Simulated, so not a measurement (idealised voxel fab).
Process module name: voxel gate over fins
Shown is cross-section cut, with a width of 250 nm and square cells of size 5 nm.
Cross-sections here: square-cell grids, written as top-down lists of bands, a band being one or more rows of cells.
Top height, bottom height, nm. Materials left to right, width each, nm. Single material + "everywhere" = fills band edge to edge. "blank" = empty.
Ref level 0: as-received wafer is one material below here. Bottom band extends down with no lower bound ("0 -> down").
Width "30..40": first value at the band's top row of cells, second value at its bottom row, equal change from row to row.
Reading "stayed the same" for a step: not a cell of the cross-section changed in it.
Empty spaces counting at least 8 cells and having no open way to the top are listed in "Closed internal voids". The notation width x height at distance is used for each, the distance being from the left edge and all three values in nm.
Read whatever lies past the settings on a step's line as the simulator's own remark about the step.
The optional step-line setting "overlay nm" applies to steps with a mask and quantifies how far to the right of its planned location the mask lay, a negative value indicating leftward placement.

The planned process steps are enumerated hereunder
1 RECEIVE (material Si)
2 CONFORMAL_DEP (material SiN; thk nm 5)
3 MASKED_ETCH (tone cover; mask id FINS; width nm 15; pitch nm 55; etch materials SiN; depth nm 5; overlay nm 0)
4 MASKED_ETCH (tone cover; mask id FINS; width nm 15; pitch nm 55; etch materials Si; depth nm 40; overlay nm 0)
5 OXIDIZE (depth nm 5)
6 FILL_DEP (material SiO2; thk nm 15)
7 CMP (height nm 5)
8 MASKED_ETCH (tone open; mask id RAIL; width nm 15; etch materials SiO2; depth nm 40; overlay nm 0)
9 CONFORMAL_DEP (material TiN; thk nm 5)
10 FILL_DEP (material W; thk nm 10)
11 CMP (height nm 5)
12 SELECTIVE_ETCH (etch materials W Ru TiN; depth nm 30)
13 FILL_DEP (material SiO2; thk nm 5)
14 CMP (height nm 5)
15 SELECTIVE_ETCH (etch materials SiO2; depth nm 20)
16 STRIP (etch materials SiN)
17 CONFORMAL_DEP (material HfO2; thk nm 5)
18 CONFORMAL_DEP (material TiN; thk nm 5)
19 FILL_DEP (material W; thk nm 10)
20 CMP (height nm 15)
21 CONFORMAL_DEP (material SiN; thk nm 5)

Here's what the wafer looked like in cross-section when it arrived - that's after step 1
0 -> down: Si everywhere
Closed internal voids: none

The first of the two wafers as seen in cross-section once the module was finished; processing followed the plan
20 -> 15: SiN everywhere
15 -> 10: W everywhere
10 -> 5: W=30, then TiN=25, then W=30, then TiN=25, then W=30, then TiN=25, then W=30, then TiN=25, then W=30
5 -> 0: W=30, then TiN=5, then HfO2=15, then TiN=5, then W=30, then TiN=5, then HfO2=15, then TiN=5, then W=30, then TiN=5, then HfO2=15, then TiN=5, then W=30, then TiN=5, then HfO2=15, then TiN=5, then W=30
0 -> -5: W=30, then TiN=5, then HfO2=5, then Si=5, then HfO2=5, then TiN=5, then W=30, then TiN=5, then HfO2=5, then Si=5, then HfO2=5, then TiN=5, then W=30, then TiN=5, then HfO2=5, then Si=5, then HfO2=5, then TiN=5, then W=30, then TiN=5, then HfO2=5, then Si=5, then HfO2=5, then TiN=5, then W=30
-5 -> -10: TiN=35, then HfO2=5, then Si=5, then HfO2=5, then TiN=40, then HfO2=5, then Si=5, then HfO2=5, then TiN=40, then HfO2=5, then Si=5, then HfO2=5, then TiN=40, then HfO2=5, then Si=5, then HfO2=5, then TiN=35
-10 -> -15: HfO2=40, then Si=5, then HfO2=50, then Si=5, then HfO2=50, then Si=5, then HfO2=50, then Si=5, then HfO2=40
-15 -> -25: SiO2=40, then Si=5, then SiO2=50, then Si=5, then SiO2=50, then Si=5, then SiO2=50, then Si=5, then SiO2=40
-25 -> -30: SiO2=40, then Si=5, then SiO2=15, then TiN=5, then W=5, then TiN=5, then SiO2=20, then Si=5, then SiO2=50, then Si=5, then SiO2=50, then Si=5, then SiO2=40
-30 -> -35: SiO2=40, then Si=5, then SiO2=15, then TiN=15, then SiO2=20, then Si=5, then SiO2=50, then Si=5, then SiO2=50, then Si=5, then SiO2=40
-35 -> -45: SiO2=40, then Si=5, then SiO2=50, then Si=5, then SiO2=50, then Si=5, then SiO2=50, then Si=5, then SiO2=40
-45 -> down: Si everywhere
Closed internal voids: none

Module end: cross-section of wafer two of two. Same start and process plan as the first wafer. One mistake during execution
20 -> 15: SiN everywhere
15 -> 10: W everywhere
10 -> 5: W=30, then HfO2=25, then W=30, then HfO2=25, then W=30, then HfO2=25, then W=30, then HfO2=25, then W=30
5 -> 0: W=30, then HfO2=5, then TiN=15, then HfO2=5, then W=30, then HfO2=5, then TiN=15, then HfO2=5, then W=30, then HfO2=5, then TiN=15, then HfO2=5, then W=30, then HfO2=5, then TiN=15, then HfO2=5, then W=30
0 -> -5: W=30, then HfO2=5, then TiN=5, then Si=5, then TiN=5, then HfO2=5, then W=30, then HfO2=5, then TiN=5, then Si=5, then TiN=5, then HfO2=5, then W=30, then HfO2=5, then TiN=5, then Si=5, then TiN=5, then HfO2=5, then W=30, then HfO2=5, then TiN=5, then Si=5, then TiN=5, then HfO2=5, then W=30
-5 -> -10: HfO2=35, then TiN=5, then Si=5, then TiN=5, then HfO2=40, then TiN=5, then Si=5, then TiN=5, then HfO2=40, then TiN=5, then Si=5, then TiN=5, then HfO2=40, then TiN=5, then Si=5, then TiN=5, then HfO2=35
-10 -> -15: TiN=40, then Si=5, then TiN=50, then Si=5, then TiN=50, then Si=5, then TiN=50, then Si=5, then TiN=40
-15 -> -25: SiO2=40, then Si=5, then SiO2=50, then Si=5, then SiO2=50, then Si=5, then SiO2=50, then Si=5, then SiO2=40
-25 -> -30: SiO2=40, then Si=5, then SiO2=15, then TiN=5, then W=5, then TiN=5, then SiO2=20, then Si=5, then SiO2=50, then Si=5, then SiO2=50, then Si=5, then SiO2=40
-30 -> -35: SiO2=40, then Si=5, then SiO2=15, then TiN=15, then SiO2=20, then Si=5, then SiO2=50, then Si=5, then SiO2=50, then Si=5, then SiO2=40
-35 -> -45: SiO2=40, then Si=5, then SiO2=50, then Si=5, then SiO2=50, then Si=5, then SiO2=50, then Si=5, then SiO2=40
-45 -> down: Si everywhere
Closed internal voids: none
Processing error: the executed order of steps 17 and 18 is the reverse of that specified in the plan, each step having taken the other's position
Tallied in cells, the final second wafer holds each material in the same quantity as the first, although not at the same places.
